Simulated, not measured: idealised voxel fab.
Process module under the name voxel self aligned vias
Section shown: cut. Width: 240 nm. Cell size: 5 nm, square.
A cross-section is a grid of square cells, given in bands from the top down. A band is one or more rows of cells. First you get the band's top height and its bottom height, in nm, and then the materials it's made of, left to right, with each width in nm. If you see a single material with "full width", that one covers the band edge to edge. "blank" is empty space. Heads up on the height convention: 0 is the point under which the incoming wafer is all one material, and the lowest band has no bottom, it just keeps going down, like "top 0, no bottom". Width spec "30->40" -> top row of cells at first value, bottom row at second value, equal per-row change in between. Where the words "identical to before" appear for a step, the cross-section shows no cell changed by that step; every cell remained as before. Basically, "Fully closed voids" tells you about the enclosed voids: empty spaces with no open way to the top, 8 cells or bigger, each written width x height at distance, where distance is from the left edge, all in nm. On a step's line, text after the settings is the simulator commenting on that step. You can add "overlay nm" to a step's line. For a step with a mask, it describes how far the mask lay to the right of its planned position, and a negative number describes a lay to the left.
**Steps in the process plan**
1,op RECEIVE | material Si
2,op CONFORMAL_DEP | material SiO2 | thk nm 15
3,op CONFORMAL_DEP | material SiCN | thk nm 5
4,op DIRECTIONAL_DEP | material lowk | thk nm 25
5,op MASKED_ETCH | tone open | mask id LINES | width nm 20 | pitch nm 65 | etch materials lowk | depth nm 25 | overlay nm 0
6,op CONFORMAL_DEP | material TiN | thk nm 5
7,op FILL_DEP | material W | thk nm 10
8,op CMP | height nm 45
9,op SELECTIVE_ETCH | etch materials W Ru TiN | depth nm 10
10,op FILL_DEP | material SiN | thk nm 5
11,op CMP | height nm 45
12,op DIRECTIONAL_DEP | material lowk | thk nm 20
13,op PATTERN | tone open | mask id VIAS | material resist | width nm 40 | pitch nm 65 | thk nm 15 | overlay nm 0
14,op DIRECTIONAL_ETCH | etch materials lowk | depth nm 20
15,op DIRECTIONAL_ETCH | etch materials SiN | depth nm 10
16,op STRIP | etch materials resist
17,op CONFORMAL_DEP | material TiN | thk nm 5
18,op FILL_DEP | material Cu | thk nm 5
19,op CMP | height nm 65
20,op CONFORMAL_DEP | material SiCN | thk nm 5
Variable across wafers: step 5 width nm (plan value is that of the first wafer; starting state common to all).
**First wafer of several, as received: cross-section after step 1**
* top 0, no bottom | Si full width
* Fully closed voids: none
**Once step 20, the last step, is complete, the module is at its end; this is the cross-section of the first of several wafers**
* top 70, bottom 65 | SiCN full width
* top 65, bottom 50 | lowk=35, then TiN=5, then Cu=30, then TiN=5, then lowk=25, then TiN=5, then Cu=30, then TiN=5, then lowk=25, then TiN=5, then Cu=30, then TiN=5, then lowk=35
* top 50, bottom 40 | lowk=35->45, then TiN=15->5, then Cu=10, then TiN=15->5, then lowk=25->45, then TiN=15->5, then Cu=10, then TiN=15->5, then lowk=25->45, then TiN=15->5, then Cu=10, then TiN=15->5, then lowk=35->45
* top 40, bottom 35 | lowk=45, then TiN=20, then lowk=45, then TiN=20, then lowk=45, then TiN=20, then lowk=45
* top 35, bottom 25 | lowk=45, then TiN=5, then W=10, then TiN=5, then lowk=45, then TiN=5, then W=10, then TiN=5, then lowk=45, then TiN=5, then W=10, then TiN=5, then lowk=45
* top 25, bottom 20 | lowk=45, then TiN=20, then lowk=45, then TiN=20, then lowk=45, then TiN=20, then lowk=45
* top 20, bottom 15 | SiCN full width
* top 15, bottom 0 | SiO2 full width
* top 0, no bottom | Si full width
* Fully closed voids: none
**A cross-section through the last wafer at the close of the module**
* top 70, bottom 65 | SiCN full width
* top 65, bottom 45 | lowk=35, then TiN=5, then Cu=30, then TiN=5, then lowk=25, then TiN=5, then Cu=30, then TiN=5, then lowk=25, then TiN=5, then Cu=30, then TiN=5, then lowk=35
* top 45, bottom 40 | lowk=35, then TiN=5, then Cu=30, then TiN=5, then SiN=5, then lowk=20, then TiN=5, then Cu=30, then TiN=5, then SiN=5, then lowk=20, then TiN=5, then Cu=30, then TiN=5, then SiN=5, then lowk=30
* top 40, bottom 35 | lowk=35, then TiN=40, then SiN=5, then lowk=20, then TiN=40, then SiN=5, then lowk=20, then TiN=40, then SiN=5, then lowk=30
* top 35, bottom 25 | lowk=35, then TiN=5, then W=35, then TiN=5, then lowk=20, then TiN=5, then W=35, then TiN=5, then lowk=20, then TiN=5, then W=35, then TiN=5, then lowk=30
* top 25, bottom 20 | lowk=35, then TiN=45, then lowk=20, then TiN=45, then lowk=20, then TiN=45, then lowk=30
* top 20, bottom 15 | SiCN full width
* top 15, bottom 0 | SiO2 full width
* top 0, no bottom | Si full width
* Fully closed voids: none
**Take any row and you have a wafer at the end of the module: how many cells of each material it has gained (+) or lost (-) since it was received, and then its closed voids**
width nm 20; +66 Cu; +96 SiCN; +144 SiO2; +78 TiN; +12 W; +276 lowk; Fully closed voids: none
width nm 25; +72 Cu; +96 SiCN; +144 SiO2; +81 TiN; +18 W; +261 lowk; Fully closed voids: none
width nm 30; +78 Cu; +96 SiCN; +144 SiO2; +84 TiN; +24 W; +246 lowk; Fully closed voids: none
width nm 35; +84 Cu; +96 SiCN; +144 SiO2; +87 TiN; +30 W; +231 lowk; Fully closed voids: none
width nm 40; +90 Cu; +96 SiCN; +144 SiO2; +90 TiN; +36 W; +216 lowk; Fully closed voids: none
width nm 45; +90 Cu; +96 SiCN; +6 SiN; +144 SiO2; +93 TiN; +42 W; +201 lowk; Fully closed voids: none
